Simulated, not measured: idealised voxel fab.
process module | voxel spacer lines
cross-section cut | 150 nm wide | cells 5 nm
A cross-section is a grid of square cells, given in bands from the top down. A band is one or more rows of cells.
Each band's line starts with the height of the band's top and of its bottom, in nm. Then come its materials from left to right, each with its width in nm. One material with "throughout" fills the band from edge to edge. "air" is empty space.
Height 0 is the level under which the wafer as received is all one material. The lowest band goes on downwards, as in "0 down".
A width such as "30 to 40" changes by the same amount from each row of cells to the next, from the band's top row to its bottom row.
"no change" after a step means that no cell of the cross-section changed.
closed voids: empty space of 8 cells or more with no open way to the top, each as width x height at its distance from the left edge, in nm
after a step's settings: what the simulator itself notes on the step
overlay nm, on a step with a mask: how far to the right of its planned place the mask lay; to the left if negative
plan
1 op RECEIVE | material Si
2 op CONFORMAL_DEP | material Al2O3 | thk nm 10
3 op DIRECTIONAL_DEP | material TiN | thk nm 15
4 op DIRECTIONAL_DEP | material polySi | thk nm 30
5 op PATTERN | tone cover | mask id MANDREL | material resist | width nm 20 | pitch nm 60 | thk nm 40 | overlay nm 0
6 op DIRECTIONAL_ETCH | etch materials polySi | depth nm 30
7 op STRIP | etch materials resist
8 op CONFORMAL_DEP | material SiN | thk nm 10
9 op DIRECTIONAL_ETCH | etch materials SiN | depth nm 10
10 op STRIP | etch materials polySi
11 op DIRECTIONAL_ETCH | etch materials TiN | depth nm 15
12 op STRIP | etch materials SiN
13 op FILL_DEP | material lowk | thk nm 10
14 op CMP | height nm 25
as received, after step 1
  0 down: Si throughout
  closed voids: none
a wafer at the end: this start, this plan, one mistake
  25 to 10: polySi throughout
  10 to 0: Al2O3 throughout
  0 down: Si throughout
  closed voids: none
what went wrong: steps 3 and 4 were swapped
